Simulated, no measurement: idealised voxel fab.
process module | voxel capacitor over wiring
cross-section cut | 300 nm wide | cells 5 nm
A cross-section is a grid of square cells, given in bands from the top down. A band is one or more rows of cells.
Each band's line starts with the height of the band's top and of its bottom, in nm. Then come its materials from left to right, each with its width in nm. One material with "throughout" fills the band from edge to edge. "air" is empty space.
Height 0 is the level under which the wafer as received is all one material. The lowest band goes on downwards, as in "0 down".
A width such as "30 to 40" changes by the same amount from each row of cells to the next, from the band's top row to its bottom row.
"no change" after a step means that no cell of the cross-section changed.
closed voids: empty space of 8 cells or more with no open way to the top, each as width x height at its distance from the left edge, in nm
after a step's settings: what the simulator itself notes on the step
overlay nm, on a step with a mask: how far to the right of its planned place the mask lay; to the left if negative
plan
1 op RECEIVE | material Si
2 op CONFORMAL_DEP | material SiO2 | thk nm 10
3 op CONFORMAL_DEP | material SiN | thk nm 5
4 op DIRECTIONAL_DEP | material SiO2 | thk nm 20
5 op DIRECTIONAL_DEP | material aC | thk nm 10
6 op PATTERN | tone open | mask id METAL_1 | material resist | width nm 20 | pitch nm 75 | thk nm 30 | overlay nm 0
7 op DIRECTIONAL_ETCH | etch materials aC | depth nm 10
8 op STRIP | etch materials resist
9 op DIRECTIONAL_ETCH | etch materials SiO2 | depth nm 20
10 op DIRECTIONAL_ETCH | etch materials SiN | depth nm 5
11 op STRIP | etch materials aC
12 op CONFORMAL_DEP | material TiN | thk nm 5
13 op FILL_DEP | material Cu | thk nm 10
14 op CMP | height nm 35
15 op CONFORMAL_DEP | material SiCN | thk nm 5
16 op DIRECTIONAL_DEP | material lowk | thk nm 10
17 op DIRECTIONAL_DEP | material aC | thk nm 10
18 op PATTERN | tone open | mask id PLUG_1 | material resist | width nm 15 | thk nm 30 | overlay nm 0
19 op DIRECTIONAL_ETCH | etch materials aC | depth nm 10
20 op STRIP | etch materials resist
21 op DIRECTIONAL_ETCH | etch materials lowk | depth nm 10
22 op DIRECTIONAL_ETCH | etch materials SiCN | depth nm 5
23 op STRIP | etch materials aC
24 op CONFORMAL_DEP | material TiN | thk nm 5
25 op FILL_DEP | material W | thk nm 10
26 op CMP | height nm 50
27 op DIRECTIONAL_DEP | material TiN | thk nm 10
28 op DIRECTIONAL_DEP | material Al2O3 | thk nm 5
29 op DIRECTIONAL_DEP | material TiN | thk nm 10
30 op MASKED_ETCH | tone cover | mask id UPPER_PLATE | width nm 60 | etch materials TiN | depth nm 10 | overlay nm 0
31 op MASKED_ETCH | tone cover | mask id UPPER_PLATE | width nm 60 | etch materials Al2O3 | depth nm 5 | overlay nm 0
32 op MASKED_ETCH | tone cover | mask id LOWER_PLATE | width nm 70 | etch materials TiN | depth nm 10 | overlay nm 0
33 op FILL_DEP | material SiO2 | thk nm 15
34 op CMP | height nm 85
35 op MASKED_ETCH | tone open | mask id PLUG_2 | width nm 15 | etch materials SiO2 | depth nm 10 | overlay nm 0
36 op CONFORMAL_DEP | material TiN | thk nm 5
37 op FILL_DEP | material Cu | thk nm 10
38 op CMP | height nm 85
39 op CONFORMAL_DEP | material SiN | thk nm 5
first wafer, as planned
as received, after step 1
  0 down: Si throughout
  closed voids: none
after step 2
  10 to 0: SiO2 throughout
  below 0: unchanged
after step 3
  15 to 10: SiN throughout
  below 10: unchanged
after step 4
  35 to 15: SiO2 throughout
  below 15: unchanged
after step 5
  45 to 35: aC throughout
  below 35: unchanged
after step 6
  75 to 45: resist 100 | air 20 | resist 55 | air 20 | resist 105
  below 45: unchanged
after step 7
  65 to 45: resist 100 | air 20 | resist 55 | air 20 | resist 105
  45 to 35: aC 100 | air 20 | aC 55 | air 20 | aC 105
  below 35: unchanged
after step 8
  45 to 35: aC 100 | air 20 | aC 55 | air 20 | aC 105
  below 35: unchanged
after step 9
  45 to 35: aC 100 | air 20 | aC 55 | air 20 | aC 105
  35 to 15: SiO2 100 | air 20 | SiO2 55 | air 20 | SiO2 105
  below 15: unchanged
after step 10
  45 to 35: aC 100 | air 20 | aC 55 | air 20 | aC 105
  35 to 15: SiO2 100 | air 20 | SiO2 55 | air 20 | SiO2 105
  15 to 10: SiN 100 | air 20 | SiN 55 | air 20 | SiN 105
  below 10: unchanged
after step 11
  35 to 15: SiO2 100 | air 20 | SiO2 55 | air 20 | SiO2 105
  below 15: unchanged
after step 12
  40 to 35: TiN 105 | air 10 | TiN 65 | air 10 | TiN 110
  35 to 15: SiO2 100 | TiN 5 | air 10 | TiN 5 | SiO2 55 | TiN 5 | air 10 | TiN 5 | SiO2 105
  15 to 10: SiN 100 | TiN 20 | SiN 55 | TiN 20 | SiN 105
  below 10: unchanged
after step 13
  50 to 40: Cu throughout
  40 to 35: TiN 105 | Cu 10 | TiN 65 | Cu 10 | TiN 110
  35 to 15: SiO2 100 | TiN 5 | Cu 10 | TiN 5 | SiO2 55 | TiN 5 | Cu 10 | TiN 5 | SiO2 105
  below 15: unchanged
after step 14
  35 to 15: SiO2 100 | TiN 5 | Cu 10 | TiN 5 | SiO2 55 | TiN 5 | Cu 10 | TiN 5 | SiO2 105
  below 15: unchanged
after step 15
  40 to 35: SiCN throughout
  below 35: unchanged
after step 16
  50 to 40: lowk throughout
  below 40: unchanged
after step 17
  60 to 50: aC throughout
  below 50: unchanged
after step 18
  90 to 60: resist 105 | air 15 | resist 180
  below 60: unchanged
after step 19
  80 to 60: resist 105 | air 15 | resist 180
  60 to 50: aC 105 | air 15 | aC 180
  below 50: unchanged
after step 20
  60 to 50: aC 105 | air 15 | aC 180
  below 50: unchanged
after step 21
  60 to 50: aC 105 | air 15 | aC 180
  50 to 40: lowk 105 | air 15 | lowk 180
  below 40: unchanged
after step 22
  60 to 50: aC 105 | air 15 | aC 180
  50 to 40: lowk 105 | air 15 | lowk 180
  40 to 35: SiCN 105 | air 15 | SiCN 180
  below 35: unchanged
after step 23
  50 to 40: lowk 105 | air 15 | lowk 180
  below 40: unchanged
after step 24
  55 to 50: TiN 110 | air 5 | TiN 185
  50 to 40: lowk 105 | TiN 5 | air 5 | TiN 5 | lowk 180
  40 to 35: SiCN 105 | TiN 15 | SiCN 180
  below 35: unchanged
after step 25
  65 to 55: W throughout
  55 to 50: TiN 110 | W 5 | TiN 185
  50 to 40: lowk 105 | TiN 5 | W 5 | TiN 5 | lowk 180
  below 40: unchanged
after step 26
  50 to 40: lowk 105 | TiN 5 | W 5 | TiN 5 | lowk 180
  below 40: unchanged
after step 27
  60 to 50: TiN throughout
  below 50: unchanged
after step 28
  65 to 60: Al2O3 throughout
  below 60: unchanged
after step 29
  75 to 65: TiN throughout
  below 65: unchanged
after step 30
  75 to 65: air 105 | TiN 60 | air 135
  below 65: unchanged
after step 31
  75 to 65: air 105 | TiN 60 | air 135
  65 to 60: air 105 | Al2O3 60 | air 135
  below 60: unchanged
after step 32
  75 to 65: air 105 | TiN 60 | air 135
  65 to 60: air 105 | Al2O3 60 | air 135
  60 to 50: air 100 | TiN 70 | air 130
  below 50: unchanged
after step 33
  90 to 75: SiO2 throughout
  75 to 65: SiO2 105 | TiN 60 | SiO2 135
  65 to 60: SiO2 105 | Al2O3 60 | SiO2 135
  60 to 50: SiO2 100 | TiN 70 | SiO2 130
  below 50: unchanged
after step 34
  85 to 75: SiO2 throughout
  below 75: unchanged
after step 35
  85 to 75: SiO2 115 | air 15 | SiO2 170
  below 75: unchanged
after step 36
  90 to 85: TiN 120 | air 5 | TiN 175
  85 to 80: SiO2 115 | TiN 5 | air 5 | TiN 5 | SiO2 170
  80 to 75: SiO2 115 | TiN 15 | SiO2 170
  below 75: unchanged
after step 37
  100 to 90: Cu throughout
  90 to 85: TiN 120 | Cu 5 | TiN 175
  85 to 80: SiO2 115 | TiN 5 | Cu 5 | TiN 5 | SiO2 170
  below 80: unchanged
after step 38
  85 to 80: SiO2 115 | TiN 5 | Cu 5 | TiN 5 | SiO2 170
  below 80: unchanged
after step 39
  90 to 85: SiN throughout
  below 85: unchanged
second wafer: like start, like plan, one mistake. Through step 34 it matches the first wafer
when step 35 should have ended
  85 to 75: SiO2 115 | air 20 | SiO2 165
  below 75: unchanged
when step 36 should have ended
  90 to 85: TiN 120 | air 10 | TiN 170
  85 to 80: SiO2 115 | TiN 5 | air 10 | TiN 5 | SiO2 165
  80 to 75: SiO2 115 | TiN 20 | SiO2 165
  below 75: unchanged
when step 37 should have ended
  100 to 90: Cu throughout
  90 to 85: TiN 120 | Cu 10 | TiN 170
  85 to 80: SiO2 115 | TiN 5 | Cu 10 | TiN 5 | SiO2 165
  below 80: unchanged
when step 38 should have ended
  85 to 80: SiO2 115 | TiN 5 | Cu 10 | TiN 5 | SiO2 165
  below 80: unchanged
when step 39 should have ended
  90 to 85: SiN throughout
  below 85: unchanged
what went wrong: step 35 ran as: op MASKED_ETCH | tone open | mask id PLUG_2 | width nm 20 | etch materials SiO2 | depth nm 10 | overlay nm 0
at the end the second wafer has, in cells: 1 more of Cu | 2 fewer of SiO2 | 1 more of TiN
